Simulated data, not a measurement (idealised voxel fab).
Module name: voxel tone inversion (process module)
Cross-sectional view cut (width: 200 nm; square cell size: 5 nm).
Reading order for cross-sections: top band down to bottom band. Underlying form: a grid of square cells. Band size: one or more rows of cells. Band: top and bottom heights (nm) first, top before bottom; then materials from left to right, widths in nm. "edge to edge" marks a sole material filling the band edge to edge. "air" denotes empty space. Height reference: 0 = level under which incoming wafer is all one material. Lowest band: no bottom, runs on downward, e.g. "0 down". A two-number width, for instance "30 to 40", indicates that the width is equal to the first number in the top row of the band and to the second number in the bottom row, and that it changes by a constant amount per row of cells. Reading "left unchanged" for a step: not a cell of the cross-section changed in it. Any empty space of 8 cells or more lacking an open way to the top shows up in "Enclosed cavity list" as width x height at distance, distance from the left edge, in nm. Note: text after step settings on the step line = simulator remark on that step. Each step line may optionally specify "overlay nm", which for a step with a mask gives the rightward distance between the mask's planned place and where it lay, a negative value indicating the leftward direction.

**These are the steps we planned for the process**
1. RECEIVE, material Si
2. CONFORMAL_DEP, material SiN, thk nm 5
3. DIRECTIONAL_DEP, material aC, thk nm 25
4. PATTERN, tone cover, mask id POSTS, material resist, width nm 25, pitch nm 50, thk nm 35, overlay nm 0
5. DIRECTIONAL_ETCH, etch materials aC, depth nm 25
6. STRIP, etch materials resist
7. FILL_DEP, material SiO2, thk nm 10
8. CMP, height nm 30
9. STRIP, etch materials aC
10. CONFORMAL_DEP, material TiN, thk nm 5
11. FILL_DEP, material Cu, thk nm 5
12. CMP, height nm 30
13. CONFORMAL_DEP, material SiN, thk nm 5

**Cross-section of the wafer as it came to us, i.e., already through step 1**
	0 down: Si edge to edge
	Enclosed cavity list: none

**First of two wafers at the end of the module, shown in cross-section; run carried out as planned**
	35 to 30: SiN edge to edge
	30 to 10: SiO2 60 nm / TiN 5 nm / Cu 15 nm / TiN 5 nm / SiO2 25 nm / TiN 5 nm / Cu 15 nm / TiN 5 nm / SiO2 65 nm
	10 to 5: SiO2 60 nm / TiN 25 nm / SiO2 25 nm / TiN 25 nm / SiO2 65 nm
	5 to 0: SiN edge to edge
	0 down: Si edge to edge
	Enclosed cavity list: none

**Module end: cross-section of wafer two of two. Same start and process plan as the first wafer. One mistake during execution**
	35 to 30: SiN edge to edge
	30 to 10: SiO2 60 nm / SiN 5 nm / Cu 15 nm / SiN 5 nm / SiO2 25 nm / SiN 5 nm / Cu 15 nm / SiN 5 nm / SiO2 65 nm
	10 to 5: SiO2 60 nm / SiN 25 nm / SiO2 25 nm / SiN 25 nm / SiO2 65 nm
	5 to 0: SiN edge to edge
	0 down: Si edge to edge
	Enclosed cavity list: none
In executing the process, a mistake was made relative to the plan: heads up, step 10 didn't go per plan, it actually ran as CONFORMAL_DEP, material SiN, thk nm 5
Once processing is complete, comparing cell counts shows that the second wafer has more or fewer of certain materials than the first: SiN: 26 more, TiN: 26 fewer
